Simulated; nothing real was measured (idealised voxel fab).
Process module heading - voxel capacitor over wiring
The width of the displayed cross-section, cut, is 295 nm; its cells are square, with a size of 5 nm.
Cross-section = grid of square cells, listed top down in bands; band = one or more rows. Quick guide to a band line: top height, bottom height (nm) up front; then every material left to right with its width in nm. Only one material and it's marked "edge to edge"? Then it fills the band edge to edge. And "blank" just means empty space. Height datum 0, below which the as-received substrate wafer is one material. Lowest band open at the bottom, running downward: "from 0 down". Quick explanation for "30 to 40": the width changes in equal steps down the rows of cells, from the first number in the band's top row to the second number in its bottom row. "remains unaltered", as given for a step, is the statement that not any cell of the cross-section underwent a change during that step. Under "Trapped cavities" you'll find the enclosed gaps, the ones with no way out to the top, that are 8 cells or bigger; each reads width x height at distance, with distance counted from the left edge, everything in nm. It should be noted that, on the line of a given step, the content following the step's settings is a remark produced by the simulator itself with respect to that step. "overlay nm" answers the question of how far to the right of plan the mask lay on a step that has a mask, and when it is negative the answer is to the left.

Plan
| 1 | RECEIVE, material Si |
| 2 | CONFORMAL_DEP, material SiO2, thk nm 15 |
| 3 | DIRECTIONAL_DEP, material TiN, thk nm 5 |
| 4 | DIRECTIONAL_DEP, material W, thk nm 25 |
| 5 | MASKED_ETCH, tone cover, mask id METAL_1, width nm 25, pitch nm 90, etch materials W, depth nm 25, overlay nm 0 |
| 6 | MASKED_ETCH, tone cover, mask id METAL_1, width nm 25, pitch nm 90, etch materials TiN, depth nm 5, overlay nm 0 |
| 7 | FILL_DEP, material SiO2, thk nm 5 |
| 8 | CMP, height nm 45 |
| 9 | CONFORMAL_DEP, material SiCN, thk nm 5 |
| 10 | DIRECTIONAL_DEP, material SiO2, thk nm 10 |
| 11 | PATTERN, tone open, mask id PLUG_1, material resist, width nm 15, thk nm 15, overlay nm 0 |
| 12 | DIRECTIONAL_ETCH, etch materials SiO2, depth nm 10 |
| 13 | DIRECTIONAL_ETCH, etch materials SiCN, depth nm 5 |
| 14 | STRIP, etch materials resist |
| 15 | EPI, material Ru, thk nm 10 |
| 16 | EPI, material Ru, thk nm 5 |
| 17 | DIRECTIONAL_DEP, material TiN, thk nm 5 |
| 18 | DIRECTIONAL_DEP, material Al2O3, thk nm 5 |
| 19 | DIRECTIONAL_DEP, material TiN, thk nm 10 |
| 20 | PATTERN, tone cover, mask id UPPER_PLATE, material resist, width nm 70, thk nm 15, overlay nm 0 |
| 21 | DIRECTIONAL_ETCH, etch materials TiN, depth nm 10 |
| 22 | DIRECTIONAL_ETCH, etch materials Al2O3, depth nm 5 |
| 23 | STRIP, etch materials resist |
| 24 | MASKED_ETCH, tone cover, mask id LOWER_PLATE, width nm 80, etch materials TiN, depth nm 5, overlay nm 0 |
| 25 | FILL_DEP, material SiO2, thk nm 20 |
| 26 | CMP, height nm 95 |
| 27 | PATTERN, tone open, mask id PLUG_2, material resist, width nm 15, thk nm 15, overlay nm 0 |
| 28 | DIRECTIONAL_ETCH, etch materials SiO2, depth nm 15 |
| 29 | STRIP, etch materials resist |
| 30 | CONFORMAL_DEP, material TiN, thk nm 5 |
| 31 | FILL_DEP, material Cu, thk nm 10 |
| 32 | CMP, height nm 95 |
| 33 | CONFORMAL_DEP, material SiCN, thk nm 5 |

First wafer, as planned

Incoming wafer in cross-section (state: after step 1)
  from 0 down  Si edge to edge
  Trapped cavities: none

Wafer section view after processing step 2
  from 15 to 0  SiO2 edge to edge
  Anything lower than 0 is untouched.

Wafer section view after processing step 3
  from 20 to 15  TiN edge to edge
  Anything lower than 15 is untouched.

Wafer section view after processing step 4
  from 45 to 20  W edge to edge
  Anything lower than 20 is untouched.

Wafer section view after processing step 5
  from 45 to 20  blank (90), then W (25), then blank (65), then W (25), then blank (90)
  Anything lower than 20 is untouched.

Wafer section view after processing step 6
  from 45 to 20  blank (90), then W (25), then blank (65), then W (25), then blank (90)
  from 20 to 15  blank (90), then TiN (25), then blank (65), then TiN (25), then blank (90)
  Anything lower than 15 is untouched.

Wafer section view after processing step 7
  from 50 to 45  SiO2 edge to edge
  from 45 to 20  SiO2 (90), then W (25), then SiO2 (65), then W (25), then SiO2 (90)
  from 20 to 15  SiO2 (90), then TiN (25), then SiO2 (65), then TiN (25), then SiO2 (90)
  Anything lower than 15 is untouched.

Wafer section view after processing step 8
  from 45 to 20  SiO2 (90), then W (25), then SiO2 (65), then W (25), then SiO2 (90)
  Anything lower than 20 is untouched.

Wafer section view after processing step 9
  from 50 to 45  SiCN edge to edge
  Anything lower than 45 is untouched.

Wafer section view after processing step 10
  from 60 to 50  SiO2 edge to edge
  Anything lower than 50 is untouched.

Wafer section view after processing step 11
  from 75 to 60  resist (100), then blank (15), then resist (180)
  Anything lower than 60 is untouched.

Wafer section view after processing step 12
  from 75 to 60  resist (100), then blank (15), then resist (180)
  from 60 to 50  SiO2 (100), then blank (15), then SiO2 (180)
  Anything lower than 50 is untouched.

Wafer section view after processing step 13
  from 75 to 60  resist (100), then blank (15), then resist (180)
  from 60 to 50  SiO2 (100), then blank (15), then SiO2 (180)
  from 50 to 45  SiCN (100), then blank (15), then SiCN (180)
  Anything lower than 45 is untouched.

Wafer section view after processing step 14
  from 60 to 50  SiO2 (100), then blank (15), then SiO2 (180)
  Anything lower than 50 is untouched.

Wafer section view after processing step 15
  from 60 to 55  SiO2 (100), then blank (15), then SiO2 (180)
  from 55 to 50  SiO2 (100), then Ru (15), then SiO2 (180)
  from 50 to 45  SiCN (100), then Ru (15), then SiCN (180)
  Anything lower than 45 is untouched.

Wafer section view after processing step 16
  from 60 to 50  SiO2 (100), then Ru (15), then SiO2 (180)
  Anything lower than 50 is untouched.

Wafer section view after processing step 17
  from 65 to 60  TiN edge to edge
  Anything lower than 60 is untouched.

Wafer section view after processing step 18
  from 70 to 65  Al2O3 edge to edge
  Anything lower than 65 is untouched.

Wafer section view after processing step 19
  from 80 to 70  TiN edge to edge
  Anything lower than 70 is untouched.

Wafer section view after processing step 20
  from 95 to 80  blank (100), then resist (70), then blank (125)
  Anything lower than 80 is untouched.

Wafer section view after processing step 21
  from 95 to 80  blank (100), then resist (70), then blank (125)
  from 80 to 70  blank (100), then TiN (70), then blank (125)
  Anything lower than 70 is untouched.

Wafer section view after processing step 22
  from 95 to 80  blank (100), then resist (70), then blank (125)
  from 80 to 70  blank (100), then TiN (70), then blank (125)
  from 70 to 65  blank (100), then Al2O3 (70), then blank (125)
  Anything lower than 65 is untouched.

Wafer section view after processing step 23
  from 80 to 70  blank (100), then TiN (70), then blank (125)
  Anything lower than 70 is untouched.

Wafer section view after processing step 24
  from 80 to 70  blank (100), then TiN (70), then blank (125)
  from 70 to 65  blank (100), then Al2O3 (70), then blank (125)
  from 65 to 60  blank (95), then TiN (80), then blank (120)
  Anything lower than 60 is untouched.

Wafer section view after processing step 25
  from 100 to 80  SiO2 edge to edge
  from 80 to 70  SiO2 (100), then TiN (70), then SiO2 (125)
  from 70 to 65  SiO2 (100), then Al2O3 (70), then SiO2 (125)
  from 65 to 60  SiO2 (95), then TiN (80), then SiO2 (120)
  Anything lower than 60 is untouched.

Wafer section view after processing step 26
  from 95 to 80  SiO2 edge to edge
  Anything lower than 80 is untouched.

Wafer section view after processing step 27
  from 110 to 95  resist (110), then blank (15), then resist (170)
  Anything lower than 95 is untouched.

Wafer section view after processing step 28
  from 110 to 95  resist (110), then blank (15), then resist (170)
  from 95 to 80  SiO2 (110), then blank (15), then SiO2 (170)
  Anything lower than 80 is untouched.

Wafer section view after processing step 29
  from 95 to 80  SiO2 (110), then blank (15), then SiO2 (170)
  Anything lower than 80 is untouched.

Wafer section view after processing step 30
  from 100 to 95  TiN (115), then blank (5), then TiN (175)
  from 95 to 85  SiO2 (110), then TiN (5), then blank (5), then TiN (5), then SiO2 (170)
  from 85 to 80  SiO2 (110), then TiN (15), then SiO2 (170)
  Anything lower than 80 is untouched.

Wafer section view after processing step 31
  from 110 to 100  Cu edge to edge
  from 100 to 95  TiN (115), then Cu (5), then TiN (175)
  from 95 to 85  SiO2 (110), then TiN (5), then Cu (5), then TiN (5), then SiO2 (170)
  Anything lower than 85 is untouched.

Wafer section view after processing step 32
  from 95 to 85  SiO2 (110), then TiN (5), then Cu (5), then TiN (5), then SiO2 (170)
  Anything lower than 85 is untouched.

Wafer section view after processing step 33
  from 100 to 95  SiCN edge to edge
  Anything lower than 95 is untouched.

Here the second wafer is described. Its start and its plan were those of the first wafer. Its run contained one mistake. Up to and including step 23, it did exactly what the first wafer did

Here is the second wafer in cross-section at the point where step 24 of the plan should have been done
  from 75 to 70  blank (100), then TiN (70), then blank (125)
  from 70 to 65  blank (100), then Al2O3 (70), then blank (125)
  from 65 to 60  TiN (95), then blank (5), then TiN (70), then blank (5), then TiN (120)
  Anything lower than 60 is untouched.

Here is the second wafer in cross-section at the point where step 25 of the plan should have been done
  from 95 to 75  SiO2 edge to edge
  from 75 to 70  SiO2 (100), then TiN (70), then SiO2 (125)
  from 70 to 65  SiO2 (100), then Al2O3 (70), then SiO2 (125)
  from 65 to 60  TiN (95), then SiO2 (5), then TiN (70), then SiO2 (5), then TiN (120)
  Anything lower than 60 is untouched.

Here is the second wafer in cross-section at the point where step 26 of the plan should have been done: remains unaltered

Here is the second wafer in cross-section at the point where step 27 of the plan should have been done
  from 110 to 95  resist (110), then blank (15), then resist (170)
  Anything lower than 95 is untouched.

Here is the second wafer in cross-section at the point where step 28 of the plan should have been done
  from 110 to 95  resist (110), then blank (15), then resist (170)
  from 95 to 80  SiO2 (110), then blank (15), then SiO2 (170)
  Anything lower than 80 is untouched.

Here is the second wafer in cross-section at the point where step 29 of the plan should have been done
  from 95 to 80  SiO2 (110), then blank (15), then SiO2 (170)
  Anything lower than 80 is untouched.

Here is the second wafer in cross-section at the point where step 30 of the plan should have been done
  from 100 to 95  TiN (115), then blank (5), then TiN (175)
  from 95 to 85  SiO2 (110), then TiN (5), then blank (5), then TiN (5), then SiO2 (170)
  from 85 to 80  SiO2 (110), then TiN (15), then SiO2 (170)
  Anything lower than 80 is untouched.

Here is the second wafer in cross-section at the point where step 31 of the plan should have been done
  from 110 to 100  Cu edge to edge
  from 100 to 95  TiN (115), then Cu (5), then TiN (175)
  from 95 to 85  SiO2 (110), then TiN (5), then Cu (5), then TiN (5), then SiO2 (170)
  Anything lower than 85 is untouched.

Here is the second wafer in cross-section at the point where step 32 of the plan should have been done
  from 95 to 85  SiO2 (110), then TiN (5), then Cu (5), then TiN (5), then SiO2 (170)
  Anything lower than 85 is untouched.

Here is the second wafer in cross-section at the point where step 33 of the plan should have been done
  from 100 to 95  SiCN edge to edge
  Anything lower than 95 is untouched.
Deviation noted in wafer processing: step 24 was not run as planned; what actually ran was MASKED_ETCH, tone open, mask id LOWER_PLATE, width nm 80, etch materials TiN, depth nm 5, overlay nm 0
Once processing is complete, comparing cell counts shows that the second wafer has more or fewer of certain materials than the first: SiO2: 27 fewer, TiN: 27 more
